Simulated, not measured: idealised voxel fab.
voxel ribs on slabs: a process module
In the cross-section labelled cut, the width is 140 nm and each square cell is 5 nm.
Cross-section layout: square cells on a grid; listed as bands, top to bottom; a band spans one or more cell rows. For a band, the entry starts with two heights in nm, that of the top and then that of the bottom, and carries on with the band's materials in order from left to right, each alongside its width in nm; the word "throughout" beside a single material means it fills the band edge to edge, and "blank" means empty space. Heights are measured from 0, the level below which the as-received wafer is all one material; the lowest band has no bottom and continues downward, written as in "0 -> down". Per-row width for "30..40": begins at first number (top row of band), ends at second number (bottom row), increment between rows held constant. You'll sometimes find "nothing was modified" written for a step, and that's the way of saying that nowhere in the cross-section did a cell change during that step. Entry "Closed voids list". Content: empty spaces with no open connection to the top, size 8 cells or greater. Each: width x height at distance. Distance: from left edge. Unit: nm. If you see something after the settings on a step's line, that's the simulator's own remark about that step. overlay nm: how far to the right of its planned place the mask lay on this masked step (negative: to the left).
Here's what the planned process steps look like
1. RECEIVE [material Si]
2. DIRECTIONAL_DEP [material SiO2] [thk nm 20]
3. DIRECTIONAL_DEP [material polySi] [thk nm 20]
4. PATTERN [tone cover] [mask id RIB] [material resist] [width nm 30] [thk nm 20] [overlay nm 0]
5. DIRECTIONAL_ETCH [etch materials polySi] [depth nm 15]
6. STRIP [etch materials resist]
7. DIRECTIONAL_DEP [material aC] [thk nm 15]
8. PATTERN [tone cover] [mask id SLAB] [material resist] [width nm 60] [thk nm 35] [overlay nm 0]
9. DIRECTIONAL_ETCH [etch materials aC] [depth nm 15]
10. STRIP [etch materials resist]
11. DIRECTIONAL_ETCH [etch materials polySi] [depth nm 5]
12. STRIP [etch materials aC]
13. FILL_DEP [material SiO2] [thk nm 15]
14. CMP [height nm 50]
15. DIRECTIONAL_DEP [material TiN] [thk nm 5]
16. MASKED_ETCH [tone cover] [mask id HEATER] [width nm 40] [etch materials TiN] [depth nm 5] [overlay nm 0]
17. CONFORMAL_DEP [material SiO2] [thk nm 5]
Incoming wafer, cross-sectional view, post step 1
    0 -> down = Si throughout
    Closed voids list: none
Post-module cross-section of the first of two wafers (run per plan)
    60 -> 55 = blank: 45  SiO2: 50  blank: 45
    55 -> 50 = SiO2: 50  TiN: 40  SiO2: 50
    50 -> 40 = SiO2 throughout
    40 -> 25 = SiO2: 55  polySi: 30  SiO2: 55
    25 -> 20 = SiO2: 40  polySi: 60  SiO2: 40
    20 -> 0 = SiO2 throughout
    0 -> down = Si throughout
    Closed voids list: none
Second wafer through the module, sectioned at the end: same beginning and same plan as the first wafer, with one mistake in carrying it out
    60 -> 55 = blank: 45  SiO2: 50  blank: 45
    55 -> 50 = SiO2: 50  TiN: 40  SiO2: 50
    50 -> 40 = SiO2: 55..40  polySi: 30..60  SiO2: 55..40
    40 -> 20 = polySi throughout
    20 -> 0 = SiO2 throughout
    0 -> down = Si throughout
    Closed voids list: none
Plan not followed: twice, step 3 of the plan was run
The second wafer ends with more or fewer cells of some materials than the first, per final count: SiO2: 100 fewer | polySi: 100 more
